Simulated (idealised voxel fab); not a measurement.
process module | voxel gate over fins
cross-section cut | 185 nm wide | cells 5 nm
A cross-section is a grid of square cells, given in bands from the top down. A band is one or more rows of cells.
Each band's line starts with the height of the band's top and of its bottom, in nm. Then come its materials from left to right, each with its width in nm. One material with "throughout" fills the band from edge to edge. "air" is empty space.
Height 0 is the level under which the wafer as received is all one material. The lowest band goes on downwards, as in "0 down".
A width such as "30 to 40" changes by the same amount from each row of cells to the next, from the band's top row to its bottom row.
"no change" after a step means that no cell of the cross-section changed.
closed voids: empty space of 8 cells or more with no open way to the top, each as width x height at its distance from the left edge, in nm
after a step's settings: what the simulator itself notes on the step
overlay nm, on a step with a mask: how far to the right of its planned place the mask lay; to the left if negative
plan
1 op RECEIVE | material Si
2 op CONFORMAL_DEP | material SiN | thk nm 5
3 op DIRECTIONAL_DEP | material aC | thk nm 15
4 op PATTERN | tone cover | mask id FINS | material resist | width nm 15 | pitch nm 35 | thk nm 30 | overlay nm 0
5 op DIRECTIONAL_ETCH | etch materials aC | depth nm 15
6 op STRIP | etch materials resist
7 op DIRECTIONAL_ETCH | etch materials SiN | depth nm 5
8 op DIRECTIONAL_ETCH | etch materials Si | depth nm 30
9 op STRIP | etch materials aC
10 op OXIDIZE | depth nm 5
11 op FILL_DEP | material SiO2 | thk nm 15
12 op CMP | height nm 5
13 op SELECTIVE_ETCH | etch materials SiO2 | depth nm 15
14 op STRIP | etch materials SiN
15 op CONFORMAL_DEP | material HfO2 | thk nm 5
16 op CONFORMAL_DEP | material TiN | thk nm 5
17 op CONFORMAL_DEP | material TiAl | thk nm 5
18 op CONFORMAL_DEP | material TiN | thk nm 5
19 op FILL_DEP | material W | thk nm 10
20 op CMP | height nm 25
21 op CONFORMAL_DEP | material SiCN | thk nm 5
first wafer, as planned
as received, after step 1
  0 down: Si throughout
  closed voids: none
after step 2
  5 to 0: SiN throughout
  below 0: unchanged
after step 3
  20 to 5: aC throughout
  below 5: unchanged
after step 4
  50 to 20: air 30 | resist 15 | air 20 | resist 15 | air 20 | resist 15 | air 20 | resist 15 | air 35
  below 20: unchanged
after step 5
  35 to 20: air 30 | resist 15 | air 20 | resist 15 | air 20 | resist 15 | air 20 | resist 15 | air 35
  20 to 5: air 30 | aC 15 | air 20 | aC 15 | air 20 | aC 15 | air 20 | aC 15 | air 35
  below 5: unchanged
after step 6
  20 to 5: air 30 | aC 15 | air 20 | aC 15 | air 20 | aC 15 | air 20 | aC 15 | air 35
  below 5: unchanged
after step 7
  20 to 5: air 30 | aC 15 | air 20 | aC 15 | air 20 | aC 15 | air 20 | aC 15 | air 35
  5 to 0: air 30 | SiN 15 | air 20 | SiN 15 | air 20 | SiN 15 | air 20 | SiN 15 | air 35
  below 0: unchanged
after step 8
  20 to 5: air 30 | aC 15 | air 20 | aC 15 | air 20 | aC 15 | air 20 | aC 15 | air 35
  5 to 0: air 30 | SiN 15 | air 20 | SiN 15 | air 20 | SiN 15 | air 20 | SiN 15 | air 35
  0 to -30: air 30 | Si 15 | air 20 | Si 15 | air 20 | Si 15 | air 20 | Si 15 | air 35
  below -30: unchanged
after step 9
  5 to 0: air 30 | SiN 15 | air 20 | SiN 15 | air 20 | SiN 15 | air 20 | SiN 15 | air 35
  below 0: unchanged
after step 10
  5 to 0: air 30 | SiN 15 | air 20 | SiN 15 | air 20 | SiN 15 | air 20 | SiN 15 | air 35
  0 to -30: air 30 | SiO2 5 | Si 5 | SiO2 5 | air 20 | SiO2 5 | Si 5 | SiO2 5 | air 20 | SiO2 5 | Si 5 | SiO2 5 | air 20 | SiO2 5 | Si 5 | SiO2 5 | air 35
  -30 to -35: SiO2 35 | Si 5 | SiO2 30 | Si 5 | SiO2 30 | Si 5 | SiO2 30 | Si 5 | SiO2 40
  below -35: unchanged
after step 11
  20 to 5: SiO2 throughout
  5 to 0: SiO2 30 | SiN 15 | SiO2 20 | SiN 15 | SiO2 20 | SiN 15 | SiO2 20 | SiN 15 | SiO2 35
  0 to -35: SiO2 35 | Si 5 | SiO2 30 | Si 5 | SiO2 30 | Si 5 | SiO2 30 | Si 5 | SiO2 40
  below -35: unchanged
after step 12
  5 to 0: SiO2 30 | SiN 15 | SiO2 20 | SiN 15 | SiO2 20 | SiN 15 | SiO2 20 | SiN 15 | SiO2 35
  below 0: unchanged
after step 13
  5 to 0: air 30 | SiN 15 | air 20 | SiN 15 | air 20 | SiN 15 | air 20 | SiN 15 | air 35
  0 to -10: air 35 | Si 5 | air 30 | Si 5 | air 30 | Si 5 | air 30 | Si 5 | air 40
  below -10: unchanged
after step 14
  0 to -10: air 35 | Si 5 | air 30 | Si 5 | air 30 | Si 5 | air 30 | Si 5 | air 40
  below -10: unchanged
after step 15
  5 to 0: air 30 | HfO2 15 | air 20 | HfO2 15 | air 20 | HfO2 15 | air 20 | HfO2 15 | air 35
  0 to -5: air 30 | HfO2 5 | Si 5 | HfO2 5 | air 20 | HfO2 5 | Si 5 | HfO2 5 | air 20 | HfO2 5 | Si 5 | HfO2 5 | air 20 | HfO2 5 | Si 5 | HfO2 5 | air 35
  -5 to -10: HfO2 35 | Si 5 | HfO2 30 | Si 5 | HfO2 30 | Si 5 | HfO2 30 | Si 5 | HfO2 40
  below -10: unchanged
after step 16
  10 to 5: air 25 | TiN 25 | air 10 | TiN 25 | air 10 | TiN 25 | air 10 | TiN 25 | air 30
  5 to 0: air 25 | TiN 5 | HfO2 15 | TiN 5 | air 10 | TiN 5 | HfO2 15 | TiN 5 | air 10 | TiN 5 | HfO2 15 | TiN 5 | air 10 | TiN 5 | HfO2 15 | TiN 5 | air 30
  0 to -5: TiN 30 | HfO2 5 | Si 5 | HfO2 5 | TiN 20 | HfO2 5 | Si 5 | HfO2 5 | TiN 20 | HfO2 5 | Si 5 | HfO2 5 | TiN 20 | HfO2 5 | Si 5 | HfO2 5 | TiN 35
  below -5: unchanged
after step 17
  15 to 10: air 20 | TiAl 140 | air 25
  10 to 5: air 20 | TiAl 5 | TiN 25 | TiAl 10 | TiN 25 | TiAl 10 | TiN 25 | TiAl 10 | TiN 25 | TiAl 5 | air 25
  5 to 0: TiAl 25 | TiN 5 | HfO2 15 | TiN 5 | TiAl 10 | TiN 5 | HfO2 15 | TiN 5 | TiAl 10 | TiN 5 | HfO2 15 | TiN 5 | TiAl 10 | TiN 5 | HfO2 15 | TiN 5 | TiAl 30
  below 0: unchanged
after step 18
  20 to 15: air 15 | TiN 150 | air 20
  15 to 10: air 15 | TiN 5 | TiAl 140 | TiN 5 | air 20
  10 to 5: TiN 20 | TiAl 5 | TiN 25 | TiAl 10 | TiN 25 | TiAl 10 | TiN 25 | TiAl 10 | TiN 25 | TiAl 5 | TiN 25
  below 5: unchanged
after step 19
  30 to 20: W throughout
  20 to 15: W 15 | TiN 150 | W 20
  15 to 10: W 15 | TiN 5 | TiAl 140 | TiN 5 | W 20
  below 10: unchanged
after step 20
  25 to 20: W throughout
  below 20: unchanged
after step 21
  30 to 25: SiCN throughout
  below 25: unchanged
second wafer: like start, like plan, one mistake. Through step 12 it matches the first wafer
when step 13 should have ended
  5 to 0: air 30 | SiN 15 | air 20 | SiN 15 | air 20 | SiN 15 | air 20 | SiN 15 | air 35
  0 to -25: air 35 | Si 5 | air 30 | Si 5 | air 30 | Si 5 | air 30 | Si 5 | air 40
  below -25: unchanged
when step 14 should have ended
  0 to -25: air 35 | Si 5 | air 30 | Si 5 | air 30 | Si 5 | air 30 | Si 5 | air 40
  below -25: unchanged
when step 15 should have ended
  5 to 0: air 30 | HfO2 15 | air 20 | HfO2 15 | air 20 | HfO2 15 | air 20 | HfO2 15 | air 35
  0 to -20: air 30 | HfO2 5 | Si 5 | HfO2 5 | air 20 | HfO2 5 | Si 5 | HfO2 5 | air 20 | HfO2 5 | Si 5 | HfO2 5 | air 20 | HfO2 5 | Si 5 | HfO2 5 | air 35
  -20 to -25: HfO2 35 | Si 5 | HfO2 30 | Si 5 | HfO2 30 | Si 5 | HfO2 30 | Si 5 | HfO2 40
  below -25: unchanged
when step 16 should have ended
  10 to 5: air 25 | TiN 25 | air 10 | TiN 25 | air 10 | TiN 25 | air 10 | TiN 25 | air 30
  5 to 0: air 25 | TiN 5 | HfO2 15 | TiN 5 | air 10 | TiN 5 | HfO2 15 | TiN 5 | air 10 | TiN 5 | HfO2 15 | TiN 5 | air 10 | TiN 5 | HfO2 15 | TiN 5 | air 30
  0 to -15: air 25 | TiN 5 | HfO2 5 | Si 5 | HfO2 5 | TiN 5 | air 10 | TiN 5 | HfO2 5 | Si 5 | HfO2 5 | TiN 5 | air 10 | TiN 5 | HfO2 5 | Si 5 | HfO2 5 | TiN 5 | air 10 | TiN 5 | HfO2 5 | Si 5 | HfO2 5 | TiN 5 | air 30
  -15 to -20: TiN 30 | HfO2 5 | Si 5 | HfO2 5 | TiN 20 | HfO2 5 | Si 5 | HfO2 5 | TiN 20 | HfO2 5 | Si 5 | HfO2 5 | TiN 20 | HfO2 5 | Si 5 | HfO2 5 | TiN 35
  below -20: unchanged
when step 17 should have ended
  15 to 10: air 20 | TiAl 140 | air 25
  10 to 5: air 20 | TiAl 5 | TiN 25 | TiAl 10 | TiN 25 | TiAl 10 | TiN 25 | TiAl 10 | TiN 25 | TiAl 5 | air 25
  5 to 0: air 20 | TiAl 5 | TiN 5 | HfO2 15 | TiN 5 | TiAl 10 | TiN 5 | HfO2 15 | TiN 5 | TiAl 10 | TiN 5 | HfO2 15 | TiN 5 | TiAl 10 | TiN 5 | HfO2 15 | TiN 5 | TiAl 5 | air 25
  0 to -10: air 20 | TiAl 5 | TiN 5 | HfO2 5 | Si 5 | HfO2 5 | TiN 5 | TiAl 10 | TiN 5 | HfO2 5 | Si 5 | HfO2 5 | TiN 5 | TiAl 10 | TiN 5 | HfO2 5 | Si 5 | HfO2 5 | TiN 5 | TiAl 10 | TiN 5 | HfO2 5 | Si 5 | HfO2 5 | TiN 5 | TiAl 5 | air 25
  -10 to -15: TiAl 25 | TiN 5 | HfO2 5 | Si 5 | HfO2 5 | TiN 5 | TiAl 10 | TiN 5 | HfO2 5 | Si 5 | HfO2 5 | TiN 5 | TiAl 10 | TiN 5 | HfO2 5 | Si 5 | HfO2 5 | TiN 5 | TiAl 10 | TiN 5 | HfO2 5 | Si 5 | HfO2 5 | TiN 5 | TiAl 30
  below -15: unchanged
when step 18 should have ended
  20 to 15: air 15 | TiN 150 | air 20
  15 to 10: air 15 | TiN 5 | TiAl 140 | TiN 5 | air 20
  10 to 5: air 15 | TiN 5 | TiAl 5 | TiN 25 | TiAl 10 | TiN 25 | TiAl 10 | TiN 25 | TiAl 10 | TiN 25 | TiAl 5 | TiN 5 | air 20
  5 to 0: air 15 | TiN 5 | TiAl 5 | TiN 5 | HfO2 15 | TiN 5 | TiAl 10 | TiN 5 | HfO2 15 | TiN 5 | TiAl 10 | TiN 5 | HfO2 15 | TiN 5 | TiAl 10 | TiN 5 | HfO2 15 | TiN 5 | TiAl 5 | TiN 5 | air 20
  0 to -5: air 15 | TiN 5 | TiAl 5 | TiN 5 | HfO2 5 | Si 5 | HfO2 5 | TiN 5 | TiAl 10 | TiN 5 | HfO2 5 | Si 5 | HfO2 5 | TiN 5 | TiAl 10 | TiN 5 | HfO2 5 | Si 5 | HfO2 5 | TiN 5 | TiAl 10 | TiN 5 | HfO2 5 | Si 5 | HfO2 5 | TiN 5 | TiAl 5 | TiN 5 | air 20
  -5 to -10: TiN 20 | TiAl 5 | TiN 5 | HfO2 5 | Si 5 | HfO2 5 | TiN 5 | TiAl 10 | TiN 5 | HfO2 5 | Si 5 | HfO2 5 | TiN 5 | TiAl 10 | TiN 5 | HfO2 5 | Si 5 | HfO2 5 | TiN 5 | TiAl 10 | TiN 5 | HfO2 5 | Si 5 | HfO2 5 | TiN 5 | TiAl 5 | TiN 25
  below -10: unchanged
when step 19 should have ended
  30 to 20: W throughout
  20 to 15: W 15 | TiN 150 | W 20
  15 to 10: W 15 | TiN 5 | TiAl 140 | TiN 5 | W 20
  10 to 5: W 15 | TiN 5 | TiAl 5 | TiN 25 | TiAl 10 | TiN 25 | TiAl 10 | TiN 25 | TiAl 10 | TiN 25 | TiAl 5 | TiN 5 | W 20
  5 to 0: W 15 | TiN 5 | TiAl 5 | TiN 5 | HfO2 15 | TiN 5 | TiAl 10 | TiN 5 | HfO2 15 | TiN 5 | TiAl 10 | TiN 5 | HfO2 15 | TiN 5 | TiAl 10 | TiN 5 | HfO2 15 | TiN 5 | TiAl 5 | TiN 5 | W 20
  0 to -5: W 15 | TiN 5 | TiAl 5 | TiN 5 | HfO2 5 | Si 5 | HfO2 5 | TiN 5 | TiAl 10 | TiN 5 | HfO2 5 | Si 5 | HfO2 5 | TiN 5 | TiAl 10 | TiN 5 | HfO2 5 | Si 5 | HfO2 5 | TiN 5 | TiAl 10 | TiN 5 | HfO2 5 | Si 5 | HfO2 5 | TiN 5 | TiAl 5 | TiN 5 | W 20
  below -5: unchanged
when step 20 should have ended
  25 to 20: W throughout
  below 20: unchanged
when step 21 should have ended
  30 to 25: SiCN throughout
  below 25: unchanged
what went wrong: step 13 was run twice
at the end the second wafer has, in cells: 24 more of HfO2 | 99 fewer of SiO2 | 24 more of TiAl | 30 more of TiN | 21 more of W
